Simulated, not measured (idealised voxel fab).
process module | voxel lift off
cross-section cut | 290 nm wide | cells 5 nm
A cross-section is a grid of square cells, given in bands from the top down. A band is one or more rows of cells.
Each band's line starts with the height of the band's top and of its bottom, in nm. Then come its materials from left to right, each with its width in nm. One material with "throughout" fills the band from edge to edge. "air" is empty space.
Height 0 is the level under which the wafer as received is all one material. The lowest band goes on downwards, as in "0 down".
A width such as "30 to 40" changes by the same amount from each row of cells to the next, from the band's top row to its bottom row.
"no change" after a step means that no cell of the cross-section changed.
closed voids: empty space of 8 cells or more with no open way to the top, each as width x height at its distance from the left edge, in nm
after a step's settings: what the simulator itself notes on the step
overlay nm, on a step with a mask: how far to the right of its planned place the mask lay; to the left if negative
plan
1 op RECEIVE | material Si
2 op CONFORMAL_DEP | material SiN | thk nm 15
3 op PATTERN | tone open | mask id LINES | material resist | width nm 15 | pitch nm 35 | thk nm 15 | overlay nm -15
4 op DIRECTIONAL_DEP | material Ru | thk nm 5
5 op STRIP | etch materials resist
6 op CONFORMAL_DEP | material SiCN | thk nm 10
varied across the wafers: overlay nm of step 3. The plan shows the first wafer's value. All wafers start alike
first wafer as received, after step 1
  0 down: Si throughout
  closed voids: none
first wafer at the end, after step 6
  30 to 25: air 60 | SiCN 140 | air 90
  25 to 20: SiCN throughout
  20 to 15: SiCN 70 | Ru 15 | SiCN 20 | Ru 15 | SiCN 20 | Ru 15 | SiCN 20 | Ru 15 | SiCN 100
  15 to 0: SiN throughout
  0 down: Si throughout
  closed voids: none
last wafer at the end
  30 to 25: air 90 | SiCN 140 | air 60
  25 to 20: SiCN throughout
  20 to 15: SiCN 100 | Ru 15 | SiCN 20 | Ru 15 | SiCN 20 | Ru 15 | SiCN 20 | Ru 15 | SiCN 70
  15 to 0: SiN throughout
  0 down: Si throughout
  closed voids: none
each wafer at the end: cells of each material gained (+) or lost (-) since it was received, then its closed voids
overlay nm -15 | +12 Ru | +132 SiCN | +174 SiN | closed voids: none
overlay nm -10 | +12 Ru | +132 SiCN | +174 SiN | closed voids: none
overlay nm -5 | +12 Ru | +132 SiCN | +174 SiN | closed voids: none
overlay nm 0 | +12 Ru | +132 SiCN | +174 SiN | closed voids: none
overlay nm 5 | +12 Ru | +132 SiCN | +174 SiN | closed voids: none
overlay nm 10 | +12 Ru | +132 SiCN | +174 SiN | closed voids: none
overlay nm 15 | +12 Ru | +132 SiCN | +174 SiN | closed voids: none
